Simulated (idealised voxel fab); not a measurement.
Herein follows the process module entitled voxel lift off.
Shown is cross-section cut, with a width of 170 nm and square cells of size 5 nm.
A cross-section is a grid of square cells, given in bands from the top down. A band is one or more rows of cells. Per band: top height and bottom height in nm, followed by the left-to-right materials and their widths in nm; "all across" marks a single material spanning edge to edge, "empty" marks empty space. Where do heights start? At 0: under that level the wafer as delivered is made of one material only. And the lowest band has no floor; it just carries on downward, as in "0 nm and below". Think of "30..40" as a width that walks from the first number to the second as you go down the band, top row to bottom row, taking equal-sized steps from row to row. Reading "no change occurred" for a step: not a cell of the cross-section changed in it. Voids not open to the top, 8 cells minimum: see "Sealed void list". Written width x height at distance; distance is from the left edge; nm. Post-settings text on a step line: simulator's own remark regarding the step. A step's line can hold "overlay nm"; with a mask on that step, the setting says how far right of the planned place the mask lay, while a negative setting says it lay to the left.

Process steps - plan:
1,RECEIVE (material Si)
2,CONFORMAL_DEP (material Al2O3; thk nm 15)
3,PATTERN (tone open; mask id LINES; material resist; width nm 25; pitch nm 50; thk nm 30; overlay nm -15)
4,DIRECTIONAL_DEP (material Ru; thk nm 15)
5,STRIP (etch materials resist)
6,CONFORMAL_DEP (material SiN; thk nm 5)
Wafer-to-wafer difference: overlay nm, step 3. Common start. Plan = first wafer's value.

Cross-section of the first incoming wafer of several, state after step 1:
0 nm and below: Si all across
Sealed void list: none

Quick look at the cross-section of the first of several wafers after step 6, which wraps up the module:
35 nm to 30 nm: 25 empty  35 SiN  15 empty  35 SiN  60 empty
30 nm to 20 nm: 25 empty  5 SiN  25 Ru  5 SiN  15 empty  5 SiN  25 Ru  5 SiN  60 empty
20 nm to 15 nm: 30 SiN  25 Ru  25 SiN  25 Ru  65 SiN
15 nm to 0 nm: Al2O3 all across
0 nm and below: Si all across
Sealed void list: none

Last wafer of the set, cross-sectioned at end of module:
35 nm to 30 nm: 55 empty  35 SiN  15 empty  35 SiN  30 empty
30 nm to 20 nm: 55 empty  5 SiN  25 Ru  5 SiN  15 empty  5 SiN  25 Ru  5 SiN  30 empty
20 nm to 15 nm: 60 SiN  25 Ru  25 SiN  25 Ru  35 SiN
15 nm to 0 nm: Al2O3 all across
0 nm and below: Si all across
Sealed void list: none

Per wafer, end of module: cells gained (+) or lost (-) per material since receipt, then closed voids:
overlay nm -15, +102 Al2O3, +30 Ru, +46 SiN, Sealed void list: none
overlay nm -10, +102 Al2O3, +30 Ru, +46 SiN, Sealed void list: none
overlay nm -5, +102 Al2O3, +30 Ru, +46 SiN, Sealed void list: none
overlay nm 0, +102 Al2O3, +30 Ru, +46 SiN, Sealed void list: none
overlay nm 5, +102 Al2O3, +30 Ru, +46 SiN, Sealed void list: none
overlay nm 10, +102 Al2O3, +30 Ru, +46 SiN, Sealed void list: none
overlay nm 15, +102 Al2O3, +30 Ru, +46 SiN, Sealed void list: none
